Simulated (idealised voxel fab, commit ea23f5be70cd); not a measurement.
A process module follows: voxel capacitor over wiring.
The width of the displayed cross-section, cut, is 220 nm; its cells are square, with a size of 5 nm.
Heads up, the way a cross-section reads in here is a grid of square cells, handed over as bands from the top down, with every band being one or more rows of cells. Within each band entry, the heights of the top and of the bottom of the band appear first, in that order and in nm; the materials of the band then follow from left to right, each with its corresponding width in nm. The designation "edge to edge" on a single material indicates that it fills the band from edge to edge; the designation "blank" indicates empty space. Heads up on the height convention: 0 is the point under which the incoming wafer is all one material, and the lowest band has no bottom, it just keeps going down, like "0 down". Graded width ("30 to 40"): value in top row of band = first number; value in bottom row = second number; row-to-row change constant. Key: "identical to before" - step with no changed cell in the cross-section. "Trapped void list" - sealed voids, min. 8 cells, no opening to top; format: width x height at distance (distance from left edge; nm throughout). Note: text after step settings on the step line = simulator remark on that step. Regarding "overlay nm": on a step with a mask, it is the distance the mask lay to the right of its planned place; a negative value places it to the left.
# plan
step 1: RECEIVE with material Si
step 2: CONFORMAL_DEP with material SiO2, thk nm 10
step 3: CONFORMAL_DEP with material SiCN, thk nm 5
step 4: DIRECTIONAL_DEP with material lowk, thk nm 15
step 5: PATTERN with tone open, mask id METAL_1, material resist, width nm 30, pitch nm 85, thk nm 15, overlay nm 0
step 6: DIRECTIONAL_ETCH with etch materials lowk, depth nm 15
step 7: DIRECTIONAL_ETCH with etch materials SiCN, depth nm 5
step 8: STRIP with etch materials resist
step 9: CONFORMAL_DEP with material TiN, thk nm 5
step 10: FILL_DEP with material W, thk nm 10
step 11: CMP with height nm 30
step 12: CONFORMAL_DEP with material SiCN, thk nm 5
step 13: DIRECTIONAL_DEP with material lowk, thk nm 10
step 14: DIRECTIONAL_DEP with material aC, thk nm 15
step 15: PATTERN with tone open, mask id PLUG_1, material resist, width nm 15, thk nm 30, overlay nm 0
step 16: DIRECTIONAL_ETCH with etch materials aC, depth nm 15
step 17: STRIP with etch materials resist
step 18: DIRECTIONAL_ETCH with etch materials lowk, depth nm 10
step 19: DIRECTIONAL_ETCH with etch materials SiCN, depth nm 5
step 20: STRIP with etch materials aC
step 21: EPI with material Ru, thk nm 10
step 22: EPI with material Ru, thk nm 5
step 23: DIRECTIONAL_DEP with material TiN, thk nm 5
step 24: DIRECTIONAL_DEP with material Al2O3, thk nm 5
step 25: DIRECTIONAL_DEP with material TiN, thk nm 5
step 26: PATTERN with tone cover, mask id UPPER_PLATE, material resist, width nm 60, thk nm 20, overlay nm 0
step 27: DIRECTIONAL_ETCH with etch materials TiN, depth nm 5
step 28: DIRECTIONAL_ETCH with etch materials Al2O3, depth nm 5
step 29: STRIP with etch materials resist
step 30: DIRECTIONAL_DEP with material aC, thk nm 15
step 31: PATTERN with tone cover, mask id LOWER_PLATE, material resist, width nm 70, thk nm 30, overlay nm 0
step 32: DIRECTIONAL_ETCH with etch materials aC, depth nm 15
step 33: STRIP with etch materials resist
step 34: DIRECTIONAL_ETCH with etch materials TiN, depth nm 5
step 35: STRIP with etch materials aC
step 36: FILL_DEP with material SiO2, thk nm 20
step 37: CMP with height nm 75
step 38: PATTERN with tone open, mask id PLUG_2, material resist, width nm 15, thk nm 15, overlay nm 0
step 39: DIRECTIONAL_ETCH with etch materials SiO2, depth nm 15
step 40: STRIP with etch materials resist
step 41: CONFORMAL_DEP with material TiN, thk nm 5
step 42: FILL_DEP with material Cu, thk nm 10
step 43: CMP with height nm 75
step 44: CONFORMAL_DEP with material SiN, thk nm 5
The width nm used in step 15 is not the same on every wafer, whereas the starting condition is; the value printed in the plan is the first wafer's.
# Sectional view: first of several wafers, as received, after step 1
* 0 down  Si edge to edge
* Trapped void list: none
# Here is the cross-section of the first of several wafers at the end of the module, after its last step, step 44
* 80 to 75  SiN edge to edge
* 75 to 65  75 nm SiO2, 5 nm TiN, 5 nm Cu, 5 nm TiN, 130 nm SiO2
* 65 to 55  75 to 65 nm SiO2, 15 to 60 nm TiN, 130 to 95 nm SiO2
* 55 to 50  65 nm SiO2, 60 nm Al2O3, 95 nm SiO2
* 50 to 45  60 nm SiO2, 70 nm TiN, 90 nm SiO2
* 45 to 35  65 nm lowk, 15 nm Ru, 140 nm lowk
* 35 to 30  65 nm SiCN, 15 nm Ru, 140 nm SiCN
* 30 to 15  50 nm lowk, 5 nm TiN, 20 nm W, 5 nm TiN, 55 nm lowk, 5 nm TiN, 20 nm W, 5 nm TiN, 55 nm lowk
* 15 to 10  50 nm SiCN, 30 nm TiN, 55 nm SiCN, 30 nm TiN, 55 nm SiCN
* 10 to 0  SiO2 edge to edge
* 0 down  Si edge to edge
* Trapped void list: none
# Here we cross-sectioned the last of the wafers once the module was done
* 80 to 75  SiN edge to edge
* 75 to 65  75 nm SiO2, 5 nm TiN, 5 nm Cu, 5 nm TiN, 130 nm SiO2
* 65 to 55  75 to 65 nm SiO2, 15 to 60 nm TiN, 130 to 95 nm SiO2
* 55 to 50  65 nm SiO2, 60 nm Al2O3, 95 nm SiO2
* 50 to 45  60 nm SiO2, 70 nm TiN, 90 nm SiO2
* 45 to 35  60 nm lowk, 30 nm Ru, 130 nm lowk
* 35 to 30  60 nm SiCN, 30 nm Ru, 130 nm SiCN
* 30 to 15  50 nm lowk, 5 nm TiN, 20 nm W, 5 nm TiN, 55 nm lowk, 5 nm TiN, 20 nm W, 5 nm TiN, 55 nm lowk
* 15 to 10  50 nm SiCN, 30 nm TiN, 55 nm SiCN, 30 nm TiN, 55 nm SiCN
* 10 to 0  SiO2 edge to edge
* 0 down  Si edge to edge
* Trapped void list: none
# Tabulated below, wafer by wafer, are the end-of-module results: for each material, the number of cells gained (+) or lost (-) relative to the as-received state, followed by the closed voids
width nm 15, +12 Al2O3, +2 Cu, +9 Ru, +73 SiCN, +44 SiN, +305 SiO2, +57 TiN, +24 W, +178 lowk, Trapped void list: none
width nm 20, +12 Al2O3, +2 Cu, +12 Ru, +72 SiCN, +44 SiN, +305 SiO2, +57 TiN, +24 W, +176 lowk, Trapped void list: none
width nm 25, +12 Al2O3, +2 Cu, +15 Ru, +71 SiCN, +44 SiN, +305 SiO2, +57 TiN, +24 W, +174 lowk, Trapped void list: none
width nm 30, +12 Al2O3, +2 Cu, +18 Ru, +70 SiCN, +44 SiN, +305 SiO2, +57 TiN, +24 W, +172 lowk, Trapped void list: none
